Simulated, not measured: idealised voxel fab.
Name of the process module below: voxel trench capacitor
We display cut, a cross-section 255 nm in width whose square cells are each 5 nm.
A cross-section is written here as square cells arranged in a grid, and it is given in bands from the top down, each band taking up one or more rows of cells.
The entry gives the band's vertical extent as a top height and a bottom height in nm, then its horizontal make-up as materials from left to right, each with a width in nm. "air" stands for empty space; a single material marked "all across" fills the band edge to edge.
Counting heights begins at 0, where everything beneath is, in the wafer as received, one material. The lowest band has no bottom; it goes on downwards, as "from 0 down" shows.
The expression "30 to 40" gives the width at the extremes of the band, the first number at its top row of cells and the second at its bottom row, with the width changing by equal amounts from each row to the next in between.
Where the words "no modifications" appear for a step, the cross-section shows no cell changed by that step; every cell remained as before.
So "Closed void catalog" is basically the list of trapped voids: any empty space of 8 cells or more that can't reach the top through an opening. They're written width x height at distance, the distance being from the left edge, and it's all nm.
Text after the settings on a step's line: the simulator's own remark on that step.
On any step carrying a mask, the "overlay nm" setting, if present on the step's line, tells how far right of its planned place the mask lay; negative values point to the left.

Process steps (planned)
1. RECEIVE, material Si
2. CONFORMAL_DEP, material SiN, thk nm 5
3. PATTERN, tone open, mask id TRENCH, material resist, width nm 25, pitch nm 50, thk nm 20, overlay nm 0
4. DIRECTIONAL_ETCH, etch materials SiN, depth nm 5
5. DIRECTIONAL_ETCH, etch materials Si, depth nm 30
6. STRIP, etch materials resist
7. CONFORMAL_DEP, material HfO2, thk nm 5
8. CONFORMAL_DEP, material TiN, thk nm 5
9. FILL_DEP, material W, thk nm 10
10. CMP, height nm 5

The first of the two wafers, which ran as planned

As received, after step 1
    from 0 down: Si all across
    Closed void catalog: none

State of the wafer after step 2, shown in cross-section
    from 5 to 0: SiN all across
    Heights below 0 show no change.

State of the wafer after step 3, shown in cross-section
    from 25 to 5: resist (65), then air (25), then resist (25), then air (25), then resist (25), then air (25), then resist (65)
    Heights below 5 show no change.

State of the wafer after step 4, shown in cross-section
    from 25 to 5: resist (65), then air (25), then resist (25), then air (25), then resist (25), then air (25), then resist (65)
    from 5 to 0: SiN (65), then air (25), then SiN (25), then air (25), then SiN (25), then air (25), then SiN (65)
    Heights below 0 show no change.

State of the wafer after step 5, shown in cross-section
    from 25 to 5: resist (65), then air (25), then resist (25), then air (25), then resist (25), then air (25), then resist (65)
    from 5 to 0: SiN (65), then air (25), then SiN (25), then air (25), then SiN (25), then air (25), then SiN (65)
    from 0 to -30: Si (65), then air (25), then Si (25), then air (25), then Si (25), then air (25), then Si (65)
    Heights below -30 show no change.

State of the wafer after step 6, shown in cross-section
    from 5 to 0: SiN (65), then air (25), then SiN (25), then air (25), then SiN (25), then air (25), then SiN (65)
    Heights below 0 show no change.

State of the wafer after step 7, shown in cross-section
    from 10 to 5: HfO2 (70), then air (15), then HfO2 (35), then air (15), then HfO2 (35), then air (15), then HfO2 (70)
    from 5 to 0: SiN (65), then HfO2 (5), then air (15), then HfO2 (5), then SiN (25), then HfO2 (5), then air (15), then HfO2 (5), then SiN (25), then HfO2 (5), then air (15), then HfO2 (5), then SiN (65)
    from 0 to -25: Si (65), then HfO2 (5), then air (15), then HfO2 (5), then Si (25), then HfO2 (5), then air (15), then HfO2 (5), then Si (25), then HfO2 (5), then air (15), then HfO2 (5), then Si (65)
    from -25 to -30: Si (65), then HfO2 (25), then Si (25), then HfO2 (25), then Si (25), then HfO2 (25), then Si (65)
    Heights below -30 show no change.

State of the wafer after step 8, shown in cross-section
    from 15 to 10: TiN (75), then air (5), then TiN (45), then air (5), then TiN (45), then air (5), then TiN (75)
    from 10 to 5: HfO2 (70), then TiN (5), then air (5), then TiN (5), then HfO2 (35), then TiN (5), then air (5), then TiN (5), then HfO2 (35), then TiN (5), then air (5), then TiN (5), then HfO2 (70)
    from 5 to 0: SiN (65), then HfO2 (5), then TiN (5), then air (5), then TiN (5), then HfO2 (5), then SiN (25), then HfO2 (5), then TiN (5), then air (5), then TiN (5), then HfO2 (5), then SiN (25), then HfO2 (5), then TiN (5), then air (5), then TiN (5), then HfO2 (5), then SiN (65)
    from 0 to -20: Si (65), then HfO2 (5), then TiN (5), then air (5), then TiN (5), then HfO2 (5), then Si (25), then HfO2 (5), then TiN (5), then air (5), then TiN (5), then HfO2 (5), then Si (25), then HfO2 (5), then TiN (5), then air (5), then TiN (5), then HfO2 (5), then Si (65)
    from -20 to -25: Si (65), then HfO2 (5), then TiN (15), then HfO2 (5), then Si (25), then HfO2 (5), then TiN (15), then HfO2 (5), then Si (25), then HfO2 (5), then TiN (15), then HfO2 (5), then Si (65)
    Heights below -25 show no change.

State of the wafer after step 9, shown in cross-section
    from 25 to 15: W all across
    from 15 to 10: TiN (75), then W (5), then TiN (45), then W (5), then TiN (45), then W (5), then TiN (75)
    from 10 to 5: HfO2 (70), then TiN (5), then W (5), then TiN (5), then HfO2 (35), then TiN (5), then W (5), then TiN (5), then HfO2 (35), then TiN (5), then W (5), then TiN (5), then HfO2 (70)
    from 5 to 0: SiN (65), then HfO2 (5), then TiN (5), then W (5), then TiN (5), then HfO2 (5), then SiN (25), then HfO2 (5), then TiN (5), then W (5), then TiN (5), then HfO2 (5), then SiN (25), then HfO2 (5), then TiN (5), then W (5), then TiN (5), then HfO2 (5), then SiN (65)
    from 0 to -20: Si (65), then HfO2 (5), then TiN (5), then W (5), then TiN (5), then HfO2 (5), then Si (25), then HfO2 (5), then TiN (5), then W (5), then TiN (5), then HfO2 (5), then Si (25), then HfO2 (5), then TiN (5), then W (5), then TiN (5), then HfO2 (5), then Si (65)
    Heights below -20 show no change.

State of the wafer after step 10, shown in cross-section
    from 5 to 0: SiN (65), then HfO2 (5), then TiN (5), then W (5), then TiN (5), then HfO2 (5), then SiN (25), then HfO2 (5), then TiN (5), then W (5), then TiN (5), then HfO2 (5), then SiN (25), then HfO2 (5), then TiN (5), then W (5), then TiN (5), then HfO2 (5), then SiN (65)
    Heights below 0 show no change.

Wafer two. Identical start, identical plan. One mistake in execution. Identical history through step 2

Second wafer, sectioned view, at step 3's planned end time
    from 25 to 5: resist (75), then air (25), then resist (25), then air (25), then resist (25), then air (25), then resist (55)
    Heights below 5 show no change.

Second wafer, sectioned view, at step 4's planned end time
    from 25 to 5: resist (75), then air (25), then resist (25), then air (25), then resist (25), then air (25), then resist (55)
    from 5 to 0: SiN (75), then air (25), then SiN (25), then air (25), then SiN (25), then air (25), then SiN (55)
    Heights below 0 show no change.

Second wafer, sectioned view, at step 5's planned end time
    from 25 to 5: resist (75), then air (25), then resist (25), then air (25), then resist (25), then air (25), then resist (55)
    from 5 to 0: SiN (75), then air (25), then SiN (25), then air (25), then SiN (25), then air (25), then SiN (55)
    from 0 to -30: Si (75), then air (25), then Si (25), then air (25), then Si (25), then air (25), then Si (55)
    Heights below -30 show no change.

Second wafer, sectioned view, at step 6's planned end time
    from 5 to 0: SiN (75), then air (25), then SiN (25), then air (25), then SiN (25), then air (25), then SiN (55)
    Heights below 0 show no change.

Second wafer, sectioned view, at step 7's planned end time
    from 10 to 5: HfO2 (80), then air (15), then HfO2 (35), then air (15), then HfO2 (35), then air (15), then HfO2 (60)
    from 5 to 0: SiN (75), then HfO2 (5), then air (15), then HfO2 (5), then SiN (25), then HfO2 (5), then air (15), then HfO2 (5), then SiN (25), then HfO2 (5), then air (15), then HfO2 (5), then SiN (55)
    from 0 to -25: Si (75), then HfO2 (5), then air (15), then HfO2 (5), then Si (25), then HfO2 (5), then air (15), then HfO2 (5), then Si (25), then HfO2 (5), then air (15), then HfO2 (5), then Si (55)
    from -25 to -30: Si (75), then HfO2 (25), then Si (25), then HfO2 (25), then Si (25), then HfO2 (25), then Si (55)
    Heights below -30 show no change.

Second wafer, sectioned view, at step 8's planned end time
    from 15 to 10: TiN (85), then air (5), then TiN (45), then air (5), then TiN (45), then air (5), then TiN (65)
    from 10 to 5: HfO2 (80), then TiN (5), then air (5), then TiN (5), then HfO2 (35), then TiN (5), then air (5), then TiN (5), then HfO2 (35), then TiN (5), then air (5), then TiN (5), then HfO2 (60)
    from 5 to 0: SiN (75), then HfO2 (5), then TiN (5), then air (5), then TiN (5), then HfO2 (5), then SiN (25), then HfO2 (5), then TiN (5), then air (5), then TiN (5), then HfO2 (5), then SiN (25), then HfO2 (5), then TiN (5), then air (5), then TiN (5), then HfO2 (5), then SiN (55)
    from 0 to -20: Si (75), then HfO2 (5), then TiN (5), then air (5), then TiN (5), then HfO2 (5), then Si (25), then HfO2 (5), then TiN (5), then air (5), then TiN (5), then HfO2 (5), then Si (25), then HfO2 (5), then TiN (5), then air (5), then TiN (5), then HfO2 (5), then Si (55)
    from -20 to -25: Si (75), then HfO2 (5), then TiN (15), then HfO2 (5), then Si (25), then HfO2 (5), then TiN (15), then HfO2 (5), then Si (25), then HfO2 (5), then TiN (15), then HfO2 (5), then Si (55)
    Heights below -25 show no change.

Second wafer, sectioned view, at step 9's planned end time
    from 25 to 15: W all across
    from 15 to 10: TiN (85), then W (5), then TiN (45), then W (5), then TiN (45), then W (5), then TiN (65)
    from 10 to 5: HfO2 (80), then TiN (5), then W (5), then TiN (5), then HfO2 (35), then TiN (5), then W (5), then TiN (5), then HfO2 (35), then TiN (5), then W (5), then TiN (5), then HfO2 (60)
    from 5 to 0: SiN (75), then HfO2 (5), then TiN (5), then W (5), then TiN (5), then HfO2 (5), then SiN (25), then HfO2 (5), then TiN (5), then W (5), then TiN (5), then HfO2 (5), then SiN (25), then HfO2 (5), then TiN (5), then W (5), then TiN (5), then HfO2 (5), then SiN (55)
    from 0 to -20: Si (75), then HfO2 (5), then TiN (5), then W (5), then TiN (5), then HfO2 (5), then Si (25), then HfO2 (5), then TiN (5), then W (5), then TiN (5), then HfO2 (5), then Si (25), then HfO2 (5), then TiN (5), then W (5), then TiN (5), then HfO2 (5), then Si (55)
    Heights below -20 show no change.

Second wafer, sectioned view, at step 10's planned end time
    from 5 to 0: SiN (75), then HfO2 (5), then TiN (5), then W (5), then TiN (5), then HfO2 (5), then SiN (25), then HfO2 (5), then TiN (5), then W (5), then TiN (5), then HfO2 (5), then SiN (25), then HfO2 (5), then TiN (5), then W (5), then TiN (5), then HfO2 (5), then SiN (55)
    Heights below 0 show no change.
Against the plan, the run slipped here: off-plan run, step 3, actual operation and settings PATTERN, tone open, mask id TRENCH, material resist, width nm 25, pitch nm 50, thk nm 20, overlay nm 10
In the final comparison it is observed that the number of cells assigned to each material is identical for the two wafers, whereas their placement is not.
